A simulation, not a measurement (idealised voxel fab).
voxel gate over fins: a process module
The width of the displayed cross-section, cut, is 230 nm; its cells are square, with a size of 5 nm.
Cross-section format: a grid of square cells, given as bands from top to bottom; each band is one or more rows of cells. Heights first: top, then bottom, in nm. Then materials, left to right, each with a width in nm. "throughout" on a single material: fills the band edge to edge. "air": empty space. Convention: height 0 is the level below which the wafer, as received, is all one material. The lowest band does not terminate at the bottom but continues downward, represented as "top 0, no bottom". You'd read "30..40" like this: the band's top row of cells is as wide as the first number, its bottom row is as wide as the second, and going down, every row changes width by the same amount as the row before did. "no change occurred", as given for a step, is the statement that not any cell of the cross-section underwent a change during that step. In the "Sealed internal cavities" entry, you get each enclosed empty space of 8 cells or more, one with no open way to the top, written width x height at distance, distance from the left edge, in nm. Past the settings on a step's line: simulator remark, on that step. overlay nm: where the mask lay relative to plan, measured to the right, on steps with a mask; negatives go left.

# Steps planned for the process
1. op RECEIVE | material Si
2. op CONFORMAL_DEP | material SiN | thk nm 5
3. op PATTERN | tone cover | mask id FINS | material resist | width nm 15 | pitch nm 50 | thk nm 20 | overlay nm 0
4. op DIRECTIONAL_ETCH | etch materials SiN | depth nm 5
5. op DIRECTIONAL_ETCH | etch materials Si | depth nm 40
6. op STRIP | etch materials resist
7. op FILL_DEP | material SiO2 | thk nm 15
8. op CMP | height nm 5
9. op PATTERN | tone open | mask id RAIL | material resist | width nm 15 | thk nm 20 | overlay nm 0
10. op DIRECTIONAL_ETCH | etch materials SiO2 | depth nm 40
11. op STRIP | etch materials resist
12. op CONFORMAL_DEP | material TiN | thk nm 5
13. op FILL_DEP | material Ru | thk nm 5
14. op CMP | height nm 5
15. op SELECTIVE_ETCH | etch materials W Ru TiN | depth nm 25
16. op FILL_DEP | material SiO2 | thk nm 5
17. op CMP | height nm 5
18. op SELECTIVE_ETCH | etch materials SiO2 | depth nm 15
19. op STRIP | etch materials SiN
20. op CONFORMAL_DEP | material HfO2 | thk nm 5
21. op CONFORMAL_DEP | material TiN | thk nm 5
22. op FILL_DEP | material W | thk nm 10
23. op CMP | height nm 15
24. op CONFORMAL_DEP | material SiCN | thk nm 10

# The following pertains to the first of two wafers, which was processed as planned

# Cross-section: wafer on arrival = after step 1
    top 0, no bottom = Si throughout
    Sealed internal cavities: none

# After step 2: wafer cross-section
    top 5, bottom 0 = SiN throughout
    Below 0, no change.

# After step 3: wafer cross-section
    top 25, bottom 5 = 55 nm air | 15 nm resist | 35 nm air | 15 nm resist | 35 nm air | 15 nm resist | 60 nm air
    Below 5, no change.

# After step 4: wafer cross-section
    top 25, bottom 5 = 55 nm air | 15 nm resist | 35 nm air | 15 nm resist | 35 nm air | 15 nm resist | 60 nm air
    top 5, bottom 0 = 55 nm air | 15 nm SiN | 35 nm air | 15 nm SiN | 35 nm air | 15 nm SiN | 60 nm air
    Below 0, no change.

# After step 5: wafer cross-section
    top 25, bottom 5 = 55 nm air | 15 nm resist | 35 nm air | 15 nm resist | 35 nm air | 15 nm resist | 60 nm air
    top 5, bottom 0 = 55 nm air | 15 nm SiN | 35 nm air | 15 nm SiN | 35 nm air | 15 nm SiN | 60 nm air
    top 0, bottom -40 = 55 nm air | 15 nm Si | 35 nm air | 15 nm Si | 35 nm air | 15 nm Si | 60 nm air
    Below -40, no change.

# After step 6: wafer cross-section
    top 5, bottom 0 = 55 nm air | 15 nm SiN | 35 nm air | 15 nm SiN | 35 nm air | 15 nm SiN | 60 nm air
    Below 0, no change.

# After step 7: wafer cross-section
    top 20, bottom 5 = SiO2 throughout
    top 5, bottom 0 = 55 nm SiO2 | 15 nm SiN | 35 nm SiO2 | 15 nm SiN | 35 nm SiO2 | 15 nm SiN | 60 nm SiO2
    top 0, bottom -40 = 55 nm SiO2 | 15 nm Si | 35 nm SiO2 | 15 nm Si | 35 nm SiO2 | 15 nm Si | 60 nm SiO2
    Below -40, no change.

# After step 8: wafer cross-section
    top 5, bottom 0 = 55 nm SiO2 | 15 nm SiN | 35 nm SiO2 | 15 nm SiN | 35 nm SiO2 | 15 nm SiN | 60 nm SiO2
    Below 0, no change.

# After step 9: wafer cross-section
    top 25, bottom 5 = 80 nm resist | 15 nm air | 135 nm resist
    Below 5, no change.

# After step 10: wafer cross-section
    top 25, bottom 5 = 80 nm resist | 15 nm air | 135 nm resist
    top 5, bottom 0 = 55 nm SiO2 | 15 nm SiN | 10 nm SiO2 | 15 nm air | 10 nm SiO2 | 15 nm SiN | 35 nm SiO2 | 15 nm SiN | 60 nm SiO2
    top 0, bottom -35 = 55 nm SiO2 | 15 nm Si | 10 nm SiO2 | 15 nm air | 10 nm SiO2 | 15 nm Si | 35 nm SiO2 | 15 nm Si | 60 nm SiO2
    Below -35, no change.

# After step 11: wafer cross-section
    top 5, bottom 0 = 55 nm SiO2 | 15 nm SiN | 10 nm SiO2 | 15 nm air | 10 nm SiO2 | 15 nm SiN | 35 nm SiO2 | 15 nm SiN | 60 nm SiO2
    Below 0, no change.

# After step 12: wafer cross-section
    top 10, bottom 5 = 85 nm TiN | 5 nm air | 140 nm TiN
    top 5, bottom 0 = 55 nm SiO2 | 15 nm SiN | 10 nm SiO2 | 5 nm TiN | 5 nm air | 5 nm TiN | 10 nm SiO2 | 15 nm SiN | 35 nm SiO2 | 15 nm SiN | 60 nm SiO2
    top 0, bottom -30 = 55 nm SiO2 | 15 nm Si | 10 nm SiO2 | 5 nm TiN | 5 nm air | 5 nm TiN | 10 nm SiO2 | 15 nm Si | 35 nm SiO2 | 15 nm Si | 60 nm SiO2
    top -30, bottom -35 = 55 nm SiO2 | 15 nm Si | 10 nm SiO2 | 15 nm TiN | 10 nm SiO2 | 15 nm Si | 35 nm SiO2 | 15 nm Si | 60 nm SiO2
    Below -35, no change.

# After step 13: wafer cross-section
    top 15, bottom 10 = Ru throughout
    top 10, bottom 5 = 85 nm TiN | 5 nm Ru | 140 nm TiN
    top 5, bottom 0 = 55 nm SiO2 | 15 nm SiN | 10 nm SiO2 | 5 nm TiN | 5 nm Ru | 5 nm TiN | 10 nm SiO2 | 15 nm SiN | 35 nm SiO2 | 15 nm SiN | 60 nm SiO2
    top 0, bottom -30 = 55 nm SiO2 | 15 nm Si | 10 nm SiO2 | 5 nm TiN | 5 nm Ru | 5 nm TiN | 10 nm SiO2 | 15 nm Si | 35 nm SiO2 | 15 nm Si | 60 nm SiO2
    Below -30, no change.

# After step 14: wafer cross-section
    top 5, bottom 0 = 55 nm SiO2 | 15 nm SiN | 10 nm SiO2 | 5 nm TiN | 5 nm Ru | 5 nm TiN | 10 nm SiO2 | 15 nm SiN | 35 nm SiO2 | 15 nm SiN | 60 nm SiO2
    Below 0, no change.

# After step 15: wafer cross-section
    top 5, bottom 0 = 55 nm SiO2 | 15 nm SiN | 10 nm SiO2 | 15 nm air | 10 nm SiO2 | 15 nm SiN | 35 nm SiO2 | 15 nm SiN | 60 nm SiO2
    top 0, bottom -20 = 55 nm SiO2 | 15 nm Si | 10 nm SiO2 | 15 nm air | 10 nm SiO2 | 15 nm Si | 35 nm SiO2 | 15 nm Si | 60 nm SiO2
    Below -20, no change.

# After step 16: wafer cross-section
    top 10, bottom 5 = SiO2 throughout
    top 5, bottom 0 = 55 nm SiO2 | 15 nm SiN | 35 nm SiO2 | 15 nm SiN | 35 nm SiO2 | 15 nm SiN | 60 nm SiO2
    top 0, bottom -20 = 55 nm SiO2 | 15 nm Si | 35 nm SiO2 | 15 nm Si | 35 nm SiO2 | 15 nm Si | 60 nm SiO2
    Below -20, no change.

# After step 17: wafer cross-section
    top 5, bottom 0 = 55 nm SiO2 | 15 nm SiN | 35 nm SiO2 | 15 nm SiN | 35 nm SiO2 | 15 nm SiN | 60 nm SiO2
    Below 0, no change.

# After step 18: wafer cross-section
    top 5, bottom 0 = 55 nm air | 15 nm SiN | 35 nm air | 15 nm SiN | 35 nm air | 15 nm SiN | 60 nm air
    top 0, bottom -10 = 55 nm air | 15 nm Si | 35 nm air | 15 nm Si | 35 nm air | 15 nm Si | 60 nm air
    Below -10, no change.

# After step 19: wafer cross-section
    top 0, bottom -10 = 55 nm air | 15 nm Si | 35 nm air | 15 nm Si | 35 nm air | 15 nm Si | 60 nm air
    Below -10, no change.

# After step 20: wafer cross-section
    top 5, bottom 0 = 50 nm air | 25 nm HfO2 | 25 nm air | 25 nm HfO2 | 25 nm air | 25 nm HfO2 | 55 nm air
    top 0, bottom -5 = 50 nm air | 5 nm HfO2 | 15 nm Si | 5 nm HfO2 | 25 nm air | 5 nm HfO2 | 15 nm Si | 5 nm HfO2 | 25 nm air | 5 nm HfO2 | 15 nm Si | 5 nm HfO2 | 55 nm air
    top -5, bottom -10 = 55 nm HfO2 | 15 nm Si | 35 nm HfO2 | 15 nm Si | 35 nm HfO2 | 15 nm Si | 60 nm HfO2
    Below -10, no change.

# After step 21: wafer cross-section
    top 10, bottom 5 = 45 nm air | 35 nm TiN | 15 nm air | 35 nm TiN | 15 nm air | 35 nm TiN | 50 nm air
    top 5, bottom 0 = 45 nm air | 5 nm TiN | 25 nm HfO2 | 5 nm TiN | 15 nm air | 5 nm TiN | 25 nm HfO2 | 5 nm TiN | 15 nm air | 5 nm TiN | 25 nm HfO2 | 5 nm TiN | 50 nm air
    top 0, bottom -5 = 50 nm TiN | 5 nm HfO2 | 15 nm Si | 5 nm HfO2 | 25 nm TiN | 5 nm HfO2 | 15 nm Si | 5 nm HfO2 | 25 nm TiN | 5 nm HfO2 | 15 nm Si | 5 nm HfO2 | 55 nm TiN
    Below -5, no change.

# After step 22: wafer cross-section
    top 20, bottom 10 = W throughout
    top 10, bottom 5 = 45 nm W | 35 nm TiN | 15 nm W | 35 nm TiN | 15 nm W | 35 nm TiN | 50 nm W
    top 5, bottom 0 = 45 nm W | 5 nm TiN | 25 nm HfO2 | 5 nm TiN | 15 nm W | 5 nm TiN | 25 nm HfO2 | 5 nm TiN | 15 nm W | 5 nm TiN | 25 nm HfO2 | 5 nm TiN | 50 nm W
    Below 0, no change.

# After step 23: wafer cross-section
    top 15, bottom 10 = W throughout
    Below 10, no change.

# After step 24: wafer cross-section
    top 25, bottom 15 = SiCN throughout
    Below 15, no change.

# Second of two: same start, same plan, one run error; steps up to and including 19 match the first

# Here is the second wafer in cross-section at the point where step 20 of the plan should have been done
    top 5, bottom 0 = 50 nm air | 25 nm TiN | 25 nm air | 25 nm TiN | 25 nm air | 25 nm TiN | 55 nm air
    top 0, bottom -5 = 50 nm air | 5 nm TiN | 15 nm Si | 5 nm TiN | 25 nm air | 5 nm TiN | 15 nm Si | 5 nm TiN | 25 nm air | 5 nm TiN | 15 nm Si | 5 nm TiN | 55 nm air
    top -5, bottom -10 = 55 nm TiN | 15 nm Si | 35 nm TiN | 15 nm Si | 35 nm TiN | 15 nm Si | 60 nm TiN
    Below -10, no change.

# Here is the second wafer in cross-section at the point where step 21 of the plan should have been done
    top 10, bottom 5 = 45 nm air | 35 nm HfO2 | 15 nm air | 35 nm HfO2 | 15 nm air | 35 nm HfO2 | 50 nm air
    top 5, bottom 0 = 45 nm air | 5 nm HfO2 | 25 nm TiN | 5 nm HfO2 | 15 nm air | 5 nm HfO2 | 25 nm TiN | 5 nm HfO2 | 15 nm air | 5 nm HfO2 | 25 nm TiN | 5 nm HfO2 | 50 nm air
    top 0, bottom -5 = 50 nm HfO2 | 5 nm TiN | 15 nm Si | 5 nm TiN | 25 nm HfO2 | 5 nm TiN | 15 nm Si | 5 nm TiN | 25 nm HfO2 | 5 nm TiN | 15 nm Si | 5 nm TiN | 55 nm HfO2
    Below -5, no change.

# Here is the second wafer in cross-section at the point where step 22 of the plan should have been done
    top 20, bottom 10 = W throughout
    top 10, bottom 5 = 45 nm W | 35 nm HfO2 | 15 nm W | 35 nm HfO2 | 15 nm W | 35 nm HfO2 | 50 nm W
    top 5, bottom 0 = 45 nm W | 5 nm HfO2 | 25 nm TiN | 5 nm HfO2 | 15 nm W | 5 nm HfO2 | 25 nm TiN | 5 nm HfO2 | 15 nm W | 5 nm HfO2 | 25 nm TiN | 5 nm HfO2 | 50 nm W
    Below 0, no change.

# Here is the second wafer in cross-section at the point where step 23 of the plan should have been done
    top 15, bottom 10 = W throughout
    Below 10, no change.

# Here is the second wafer in cross-section at the point where step 24 of the plan should have been done
    top 25, bottom 15 = SiCN throughout
    Below 15, no change.
Nonconformance to the process plan: the intended sequence of steps 20 and 21 was reversed during processing, with each occupying the position of the other
Matching per-material cell counts, mismatched positions: that is how the second wafer compares with the first at the end.
